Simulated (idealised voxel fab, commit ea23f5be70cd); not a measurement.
Title: Process Module voxel self aligned contacts
Cross-section cut: width 205 nm, square cells of 5 nm.
Bands, listed from the top down, are how a cross-section gets written in this document; the cross-section itself is a grid of square cells, and a band is one or more rows of them. Band: top and bottom heights (nm) first, top before bottom; then materials from left to right, widths in nm. "throughout" marks a sole material filling the band edge to edge. "blank" denotes empty space. The reference from which all heights are counted is 0, the level beneath which the as-received wafer is entirely one material; the lowest band, having no lower bound, proceeds downward and is written after the example "0..down". The expression "30->40" gives the width at the extremes of the band, the first number at its top row of cells and the second at its bottom row, with the width changing by equal amounts from each row to the next in between. You'll sometimes find "remained the same" written for a step, and that's the way of saying that nowhere in the cross-section did a cell change during that step. Voids not open to the top, 8 cells minimum: see "Closed internal voids". Written width x height at distance; distance is from the left edge; nm. Step line, after settings: the simulator's comment on this step. When a step includes a mask, the "overlay nm" setting on its line states how far to the right of its planned place that mask lay, and negative values state how far to the left.
[The steps planned for the process are as follows]
1 RECEIVE [material Si]
2 CONFORMAL_DEP [material SiO2] [thk nm 5]
3 DIRECTIONAL_DEP [material polySi] [thk nm 30]
4 DIRECTIONAL_DEP [material SiN] [thk nm 20]
5 PATTERN [tone cover] [mask id GATE] [material resist] [width nm 30] [pitch nm 60] [thk nm 20] [overlay nm 0]
6 DIRECTIONAL_ETCH [etch materials SiN] [depth nm 20]
7 DIRECTIONAL_ETCH [etch materials polySi] [depth nm 30]
8 STRIP [etch materials resist]
9 CONFORMAL_DEP [material SiN] [thk nm 5]
10 DIRECTIONAL_ETCH [etch materials SiN] [depth nm 5]
11 FILL_DEP [material SiO2] [thk nm 15]
12 CMP [height nm 60]
13 PATTERN [tone open] [mask id CONTACT] [material resist] [width nm 40] [thk nm 15] [overlay nm 0]
14 DIRECTIONAL_ETCH [etch materials SiO2] [depth nm 60]
15 STRIP [etch materials resist]
16 CONFORMAL_DEP [material TiN] [thk nm 5]
17 FILL_DEP [material W] [thk nm 10]
18 CMP [height nm 60]
19 CONFORMAL_DEP [material SiN] [thk nm 5]
[The cross-section here shows the wafer as received, i.e. in its state after step 1]
- 0..down = Si throughout
- Closed internal voids: none
[One mistake in running the module, otherwise start and plan as above: cross-section at the end]
- 65..60 = SiN throughout
- 60..40 = 50 of SiO2, then 5 of SiN, then 30 of polySi, then 5 of SiN, then 5 of TiN, then 10 of W, then 5 of TiN, then 5 of SiN, then 30 of polySi, then 5 of SiN, then 55 of SiO2
- 40..35 = 50 of SiO2, then 5 of SiN, then 30 of polySi, then 5 of SiN, then 20 of TiN, then 5 of SiN, then 30 of polySi, then 5 of SiN, then 55 of SiO2
- 35..5 = polySi throughout
- 5..0 = SiO2 throughout
- 0..down = Si throughout
- Closed internal voids: none
The mistake made against the process plan was this: step 3 of the plan was performed twice
